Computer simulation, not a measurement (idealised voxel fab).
process module | voxel ribs on slabs
cross-section cut | 285 nm wide | cells 5 nm
A cross-section is a grid of square cells, given in bands from the top down. A band is one or more rows of cells.
Each band's line starts with the height of the band's top and of its bottom, in nm. Then come its materials from left to right, each with its width in nm. One material with "throughout" fills the band from edge to edge. "air" is empty space.
Height 0 is the level under which the wafer as received is all one material. The lowest band goes on downwards, as in "0 down".
A width such as "30 to 40" changes by the same amount from each row of cells to the next, from the band's top row to its bottom row.
"no change" after a step means that no cell of the cross-section changed.
closed voids: empty space of 8 cells or more with no open way to the top, each as width x height at its distance from the left edge, in nm
after a step's settings: what the simulator itself notes on the step
overlay nm, on a step with a mask: how far to the right of its planned place the mask lay; to the left if negative
plan
1 op RECEIVE | material Si
2 op DIRECTIONAL_DEP | material SiO2 | thk nm 20
3 op DIRECTIONAL_DEP | material polySi | thk nm 15
4 op MASKED_ETCH | tone cover | mask id RIB | width nm 20 | etch materials polySi | depth nm 5 | overlay nm 0
5 op DIRECTIONAL_DEP | material aC | thk nm 10
6 op PATTERN | tone cover | mask id SLAB | material resist | width nm 50 | thk nm 25 | overlay nm 0
7 op DIRECTIONAL_ETCH | etch materials aC | depth nm 10
8 op STRIP | etch materials resist
9 op DIRECTIONAL_ETCH | etch materials polySi | depth nm 10
10 op STRIP | etch materials aC
11 op FILL_DEP | material SiO2 | thk nm 20
12 op CMP | height nm 45
13 op DIRECTIONAL_DEP | material TiN | thk nm 5
14 op PATTERN | tone cover | mask id HEATER | material resist | width nm 30 | thk nm 20 | overlay nm 0
15 op DIRECTIONAL_ETCH | etch materials TiN | depth nm 5
16 op STRIP | etch materials resist
17 op CONFORMAL_DEP | material SiO2 | thk nm 10
as received, after step 1
  0 down: Si throughout
  closed voids: none
first wafer at the end, as planned
  60 to 55: air 115 | SiO2 50 | air 120
  55 to 50: SiO2 throughout
  50 to 45: SiO2 125 | TiN 30 | SiO2 130
  45 to 35: SiO2 throughout
  35 to 30: SiO2 130 | polySi 20 | SiO2 135
  30 to 20: SiO2 115 | polySi 50 | SiO2 120
  20 to 0: SiO2 throughout
  0 down: Si throughout
  closed voids: none
second wafer at the end: like start, like plan, one mistake
  50 to 45: air 125 | TiN 30 | air 130
  45 to 35: SiO2 throughout
  35 to 30: SiO2 130 | polySi 20 | SiO2 135
  30 to 20: SiO2 115 | polySi 50 | SiO2 120
  20 to 0: SiO2 throughout
  0 down: Si throughout
  closed voids: none
what went wrong: step 17 was left out
at the end the second wafer has, in cells: 118 fewer of SiO2
